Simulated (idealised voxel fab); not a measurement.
Process module in this document: voxel ribs on slabs
Square cells of 5 nm make up the cross-section cut, whose width is 150 nm.
Each cross-section below is a grid of square cells, stated as bands in top-down order, with one or more rows of cells making up each band.
First you get the band's top height and its bottom height, in nm, and then the materials it's made of, left to right, with each width in nm. If you see a single material with "edge to edge", that one covers the band edge to edge. "blank" is empty space.
Height reference: 0 = level under which incoming wafer is all one material. Lowest band: no bottom, runs on downward, e.g. "from 0 down".
When a width is written as two numbers, as in "30->40", the first number is the width in the top row of cells of the band and the second is the width in its bottom row, and the width changes by the same amount from each row to the next.
Given "same as before" for a step, no cell of the cross-section differs between before and after that step.
Voids not open to the top, 8 cells minimum: see "Completely sealed voids". Written width x height at distance; distance is from the left edge; nm.
It should be noted that, on the line of a given step, the content following the step's settings is a remark produced by the simulator itself with respect to that step.
"overlay nm" answers the question of how far to the right of plan the mask lay on a step that has a mask, and when it is negative the answer is to the left.
-- Process steps - plan
- 1: RECEIVE: material Si
- 2: DIRECTIONAL_DEP: material SiO2, thk nm 25
- 3: DIRECTIONAL_DEP: material polySi, thk nm 25
- 4: DIRECTIONAL_DEP: material aC, thk nm 10
- 5: PATTERN: tone cover, mask id RIB, material resist, width nm 25, thk nm 25, overlay nm 0
- 6: DIRECTIONAL_ETCH: etch materials aC, depth nm 10
- 7: STRIP: etch materials resist
- 8: DIRECTIONAL_ETCH: etch materials polySi, depth nm 10
- 9: STRIP: etch materials aC
- 10: MASKED_ETCH: tone cover, mask id SLAB, width nm 55, etch materials polySi, depth nm 15, overlay nm -15
- 11: FILL_DEP: material SiO2, thk nm 15
- 12: CMP: height nm 60
- 13: DIRECTIONAL_DEP: material W, thk nm 5
- 14: DIRECTIONAL_DEP: material aC, thk nm 10
- 15: PATTERN: tone cover, mask id HEATER, material resist, width nm 35, thk nm 30, overlay nm 0
- 16: DIRECTIONAL_ETCH: etch materials aC, depth nm 10
- 17: STRIP: etch materials resist
- 18: DIRECTIONAL_ETCH: etch materials W, depth nm 5
- 19: STRIP: etch materials aC
- 20: CONFORMAL_DEP: material SiN, thk nm 5
All wafers enter the flow in the same state. The overlay nm at step 10 differs from wafer to wafer, and the plan gives the value for the first wafer.
-- Received wafers, first of several: cross-section after step 1
- from 0 down | Si edge to edge
- Completely sealed voids: none
-- Cross-section, first of several wafers, end of module, after last step 20
- from 70 to 65 | blank (50), then SiN (45), then blank (55)
- from 65 to 60 | SiN (55), then W (35), then SiN (60)
- from 60 to 50 | SiO2 edge to edge
- from 50 to 40 | SiO2 (60), then polySi (25), then SiO2 (65)
- from 40 to 25 | SiO2 (30), then polySi (55), then SiO2 (65)
- from 25 to 0 | SiO2 edge to edge
- from 0 down | Si edge to edge
- Completely sealed voids: none
-- Last wafer, end of module, cross-section
- from 70 to 65 | blank (50), then SiN (45), then blank (55)
- from 65 to 60 | SiN (55), then W (35), then SiN (60)
- from 60 to 50 | SiO2 edge to edge
- from 50 to 40 | SiO2 (60), then polySi (25), then SiO2 (65)
- from 40 to 25 | SiO2 (60), then polySi (55), then SiO2 (35)
- from 25 to 0 | SiO2 edge to edge
- from 0 down | Si edge to edge
- Completely sealed voids: none
-- Each row below is a wafer at the end of the module, listing for every material the number of cells it has gained (+) or lost (-) since it was received, followed by its closed voids
overlay nm -15 | +32 SiN | +317 SiO2 | +7 W | +43 polySi | Completely sealed voids: none
overlay nm -10 | +32 SiN | +317 SiO2 | +7 W | +43 polySi | Completely sealed voids: none
overlay nm -5 | +32 SiN | +317 SiO2 | +7 W | +43 polySi | Completely sealed voids: none
overlay nm 0 | +32 SiN | +317 SiO2 | +7 W | +43 polySi | Completely sealed voids: none
overlay nm 5 | +32 SiN | +317 SiO2 | +7 W | +43 polySi | Completely sealed voids: none
overlay nm 10 | +32 SiN | +317 SiO2 | +7 W | +43 polySi | Completely sealed voids: none
overlay nm 15 | +32 SiN | +317 SiO2 | +7 W | +43 polySi | Completely sealed voids: none
